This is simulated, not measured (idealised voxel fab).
process module | voxel local oxidation
cross-section cut | 170 nm wide | cells 5 nm
A cross-section is a grid of square cells, given in bands from the top down. A band is one or more rows of cells.
Each band's line starts with the height of the band's top and of its bottom, in nm. Then come its materials from left to right, each with its width in nm. One material with "throughout" fills the band from edge to edge. "air" is empty space.
Height 0 is the level under which the wafer as received is all one material. The lowest band goes on downwards, as in "0 down".
A width such as "30 to 40" changes by the same amount from each row of cells to the next, from the band's top row to its bottom row.
"no change" after a step means that no cell of the cross-section changed.
closed voids: empty space of 8 cells or more with no open way to the top, each as width x height at its distance from the left edge, in nm
after a step's settings: what the simulator itself notes on the step
overlay nm, on a step with a mask: how far to the right of its planned place the mask lay; to the left if negative
plan
1 op RECEIVE | material Si
2 op CONFORMAL_DEP | material SiO2 | thk nm 5
3 op CONFORMAL_DEP | material SiN | thk nm 15
4 op DIRECTIONAL_DEP | material aC | thk nm 15
5 op PATTERN | tone cover | mask id ACTIVE | material resist | width nm 100 | thk nm 30 | overlay nm 0
6 op DIRECTIONAL_ETCH | etch materials aC | depth nm 15
7 op STRIP | etch materials resist
8 op DIRECTIONAL_ETCH | etch materials SiN | depth nm 15
9 op STRIP | etch materials aC
10 op SELECTIVE_ETCH | etch materials SiO2 | depth nm 5
11 op OXIDIZE | depth nm 10
12 op STRIP | etch materials SiN
first wafer, as planned
as received, after step 1
  0 down: Si throughout
  closed voids: none
after step 2
  5 to 0: SiO2 throughout
  below 0: unchanged
after step 3
  20 to 5: SiN throughout
  below 5: unchanged
after step 4
  35 to 20: aC throughout
  below 20: unchanged
after step 5
  65 to 35: air 35 | resist 100 | air 35
  below 35: unchanged
after step 6
  50 to 35: air 35 | resist 100 | air 35
  35 to 20: air 35 | aC 100 | air 35
  below 20: unchanged
after step 7
  35 to 20: air 35 | aC 100 | air 35
  below 20: unchanged
after step 8
  35 to 20: air 35 | aC 100 | air 35
  20 to 5: air 35 | SiN 100 | air 35
  below 5: unchanged
after step 9
  20 to 5: air 35 | SiN 100 | air 35
  below 5: unchanged
after step 10
  20 to 5: air 35 | SiN 100 | air 35
  5 to 0: air 40 | SiO2 90 | air 40
  below 0: unchanged
after step 11
  20 to 5: air 35 | SiN 100 | air 35
  5 to 0: air 40 | SiO2 90 | air 40
  0 to -10: SiO2 50 | Si 70 | SiO2 50
  below -10: unchanged
after step 12
  5 to 0: air 40 | SiO2 90 | air 40
  below 0: unchanged
second wafer: like start, like plan, one mistake. Through step 1 it matches the first wafer
when step 2 should have ended: no change
when step 3 should have ended
  15 to 0: SiN throughout
  below 0: unchanged
when step 4 should have ended
  30 to 15: aC throughout
  below 15: unchanged
when step 5 should have ended
  60 to 30: air 35 | resist 100 | air 35
  below 30: unchanged
when step 6 should have ended
  45 to 30: air 35 | resist 100 | air 35
  30 to 15: air 35 | aC 100 | air 35
  below 15: unchanged
when step 7 should have ended
  30 to 15: air 35 | aC 100 | air 35
  below 15: unchanged
when step 8 should have ended
  30 to 15: air 35 | aC 100 | air 35
  15 to 0: air 35 | SiN 100 | air 35
  below 0: unchanged
when step 9 should have ended
  15 to 0: air 35 | SiN 100 | air 35
  below 0: unchanged
when step 10 should have ended: no change
when step 11 should have ended
  15 to 0: air 35 | SiN 100 | air 35
  0 to -10: SiO2 45 | Si 80 | SiO2 45
  below -10: unchanged
when step 12 should have ended
  0 to -10: SiO2 45 | Si 80 | SiO2 45
  below -10: unchanged
what went wrong: step 2 was left out
at the end the second wafer has, in cells: 4 more of Si | 22 fewer of SiO2
